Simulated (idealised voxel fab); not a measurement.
process module | voxel capacitor over wiring
cross-section cut | 160 nm wide | cells 5 nm
A cross-section is a grid of square cells, given in bands from the top down. A band is one or more rows of cells.
Each band's line starts with the height of the band's top and of its bottom, in nm. Then come its materials from left to right, each with its width in nm. One material with "throughout" fills the band from edge to edge. "air" is empty space.
Height 0 is the level under which the wafer as received is all one material. The lowest band goes on downwards, as in "0 down".
A width such as "30 to 40" changes by the same amount from each row of cells to the next, from the band's top row to its bottom row.
"no change" after a step means that no cell of the cross-section changed.
closed voids: empty space of 8 cells or more with no open way to the top, each as width x height at its distance from the left edge, in nm
after a step's settings: what the simulator itself notes on the step
overlay nm, on a step with a mask: how far to the right of its planned place the mask lay; to the left if negative
plan
1 op RECEIVE | material Si
2 op CONFORMAL_DEP | material SiO2 | thk nm 10
3 op DIRECTIONAL_DEP | material TiN | thk nm 5
4 op DIRECTIONAL_DEP | material Ru | thk nm 20
5 op DIRECTIONAL_DEP | material aC | thk nm 15
6 op PATTERN | tone cover | mask id METAL_1 | material resist | width nm 25 | pitch nm 75 | thk nm 35 | overlay nm 0
7 op DIRECTIONAL_ETCH | etch materials aC | depth nm 15
8 op STRIP | etch materials resist
9 op DIRECTIONAL_ETCH | etch materials Ru | depth nm 20
10 op DIRECTIONAL_ETCH | etch materials TiN | depth nm 5
11 op STRIP | etch materials aC
12 op FILL_DEP | material lowk | thk nm 5
13 op CMP | height nm 35
14 op CONFORMAL_DEP | material SiCN | thk nm 5
15 op DIRECTIONAL_DEP | material SiO2 | thk nm 10
16 op DIRECTIONAL_DEP | material aC | thk nm 10
17 op PATTERN | tone open | mask id PLUG_1 | material resist | width nm 15 | thk nm 30 | overlay nm 0
18 op DIRECTIONAL_ETCH | etch materials aC | depth nm 10
19 op STRIP | etch materials resist
20 op DIRECTIONAL_ETCH | etch materials SiO2 | depth nm 10
21 op DIRECTIONAL_ETCH | etch materials SiCN | depth nm 5
22 op STRIP | etch materials aC
23 op CONFORMAL_DEP | material TiN | thk nm 5
24 op FILL_DEP | material Ru | thk nm 5
25 op CMP | height nm 50
26 op DIRECTIONAL_DEP | material TiN | thk nm 10
27 op DIRECTIONAL_DEP | material HfO2 | thk nm 5
28 op DIRECTIONAL_DEP | material TiN | thk nm 10
29 op MASKED_ETCH | tone cover | mask id UPPER_PLATE | width nm 55 | etch materials TiN | depth nm 10 | overlay nm 0
30 op MASKED_ETCH | tone cover | mask id UPPER_PLATE | width nm 55 | etch materials HfO2 | depth nm 5 | overlay nm 0
31 op PATTERN | tone cover | mask id LOWER_PLATE | material resist | width nm 65 | thk nm 20 | overlay nm 0
32 op DIRECTIONAL_ETCH | etch materials TiN | depth nm 10
33 op STRIP | etch materials resist
34 op FILL_DEP | material SiO2 | thk nm 20
35 op CMP | height nm 90
36 op PATTERN | tone open | mask id PLUG_2 | material resist | width nm 15 | thk nm 20 | overlay nm 0
37 op DIRECTIONAL_ETCH | etch materials SiO2 | depth nm 15
38 op STRIP | etch materials resist
39 op CONFORMAL_DEP | material TiN | thk nm 5
40 op FILL_DEP | material W | thk nm 5
41 op CMP | height nm 90
42 op CONFORMAL_DEP | material SiN | thk nm 5
as received, after step 1
  0 down: Si throughout
  closed voids: none
a wafer at the end: this start, this plan, one mistake
  95 to 90: SiN throughout
  90 to 80: SiO2 45 | TiN 5 | W 5 | TiN 5 | SiO2 100
  80 to 75: SiO2 45 | TiN 15 | SiO2 100
  75 to 65: SiO2 40 | TiN 55 | SiO2 65
  65 to 60: SiO2 40 | HfO2 55 | SiO2 65
  60 to 50: SiO2 35 | TiN 65 | SiO2 60
  50 to 40: SiO2 40 | TiN 5 | Ru 5 | TiN 5 | SiO2 105
  40 to 35: SiCN 40 | TiN 15 | SiCN 105
  35 to 15: lowk 30 | Ru 25 | lowk 50 | Ru 25 | lowk 30
  15 to 10: lowk 30 | TiN 25 | lowk 50 | TiN 25 | lowk 30
  10 to 0: SiO2 throughout
  0 down: Si throughout
  closed voids: none
what went wrong: step 36 ran as: op PATTERN | tone open | mask id PLUG_2 | material resist | width nm 15 | thk nm 20 | overlay nm -5
